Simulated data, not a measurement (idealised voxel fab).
This is a process module. Its name is voxel air gaps.
Pictured: cross-section cut, 285 nm wide, on a grid of 5 nm square cells.
Heads up, the way a cross-section reads in here is a grid of square cells, handed over as bands from the top down, with every band being one or more rows of cells. In this notation a band is specified by the heights of its top and bottom, in that order and in nm, after which its materials appear from left to right, each paired with its width in nm. The word "edge to edge" attached to a single material means that material fills the band from edge to edge; the word "empty" stands for empty space. Below 0: as-received wafer, all one material; heights counted from there. Lowest band: no bottom, goes on down, written "top 0, no bottom". The notation "30->40" denotes a width that varies across the rows of cells in the band, beginning at the first number in the top row, finishing at the second number in the bottom row, and changing by an identical amount from each row to the next. A step reported as "remains unaltered" is a step in which no cell of the cross-section changed. For the entry "Enclosed void catalog", the listed items are empty spaces with no open way to the top whose size is 8 cells or more; each item follows the pattern width x height at distance, where distance is from the left edge and all three are in nm. Where a step's line continues beyond its settings, the continuation is a remark by the simulator itself on that step. Steps that use a mask can have "overlay nm" on their line. It says how far the mask sat to the right of where it was meant to be. Negative means to the left.

The following list gives the planned process steps
| 1 | RECEIVE | material Si |
| 2 | CONFORMAL_DEP | material SiO2 | thk nm 10 |
| 3 | CONFORMAL_DEP | material SiN | thk nm 5 |
| 4 | DIRECTIONAL_DEP | material SiO2 | thk nm 40 |
| 5 | DIRECTIONAL_DEP | material aC | thk nm 10 |
| 6 | PATTERN | tone open | mask id LINES | material resist | width nm 25 | pitch nm 50 | thk nm 30 | overlay nm 0 |
| 7 | DIRECTIONAL_ETCH | etch materials aC | depth nm 10 |
| 8 | STRIP | etch materials resist |
| 9 | DIRECTIONAL_ETCH | etch materials SiO2 | depth nm 40 |
| 10 | STRIP | etch materials aC |
| 11 | CONFORMAL_DEP | material TiN | thk nm 5 |
| 12 | FILL_DEP | material W | thk nm 10 |
| 13 | CMP | height nm 55 |
| 14 | EPI | material Ru | thk nm 10 |
| 15 | SELECTIVE_ETCH | etch materials SiO2 | depth nm 50 |
| 16 | CONFORMAL_DEP | material SiN | thk nm 5 |

Here's what the wafer looked like in cross-section when it arrived - that's after step 1
	top 0, no bottom  Si edge to edge
	Enclosed void catalog: none

Run as planned - first of the two wafers cross-sectioned at the end of the module
	top 70, bottom 65  empty: 65, SiN: 155, empty: 65
	top 65, bottom 55  empty: 65, SiN: 5, Ru: 45, SiN: 5, Ru: 45, SiN: 5, Ru: 45, SiN: 5, empty: 65
	top 55, bottom 50  empty: 65, SiN: 15, TiN: 5, W: 15, TiN: 5, SiN: 25, TiN: 5, W: 15, TiN: 5, SiN: 25, TiN: 5, W: 15, TiN: 5, SiN: 15, empty: 65
	top 50, bottom 20  empty: 75, SiN: 5, TiN: 5, W: 15, TiN: 5, SiN: 5, empty: 15, SiN: 5, TiN: 5, W: 15, TiN: 5, SiN: 5, empty: 15, SiN: 5, TiN: 5, W: 15, TiN: 5, SiN: 5, empty: 75
	top 20, bottom 15  SiN: 80, TiN: 25, SiN: 25, TiN: 25, SiN: 25, TiN: 25, SiN: 80
	top 15, bottom 10  SiN edge to edge
	top 10, bottom 0  SiO2 edge to edge
	top 0, no bottom  Si edge to edge
	Enclosed void catalog: 15 x 30 at 110; 15 x 30 at 160

Wafer two cross-section, module end. Start and plan unchanged from wafer one; one mistake made during the run
	top 60, bottom 55  empty: 65, SiN: 155, empty: 65
	top 55, bottom 45  empty: 65, SiN: 5, Ru: 45, SiN: 5, Ru: 45, SiN: 5, Ru: 45, SiN: 5, empty: 65
	top 45, bottom 40  empty: 65, SiN: 15, TiN: 5, W: 15, TiN: 5, SiN: 25, TiN: 5, W: 15, TiN: 5, SiN: 25, TiN: 5, W: 15, TiN: 5, SiN: 15, empty: 65
	top 40, bottom 20  empty: 75, SiN: 5, TiN: 5, W: 15, TiN: 5, SiN: 5, empty: 15, SiN: 5, TiN: 5, W: 15, TiN: 5, SiN: 5, empty: 15, SiN: 5, TiN: 5, W: 15, TiN: 5, SiN: 5, empty: 75
	top 20, bottom 15  SiN: 80, TiN: 25, SiN: 25, TiN: 25, SiN: 25, TiN: 25, SiN: 80
	top 15, bottom 10  SiN edge to edge
	top 10, bottom 0  SiO2 edge to edge
	top 0, no bottom  Si edge to edge
	Enclosed void catalog: 15 x 20 at 110; 15 x 20 at 160
Deviation from plan: it should be noted that step 13 was executed with settings other than those planned, the operation and settings actually applied being CMP | height nm 45
at the end the second wafer has, in cells: 12 fewer of SiN, 12 fewer of TiN, 18 fewer of W
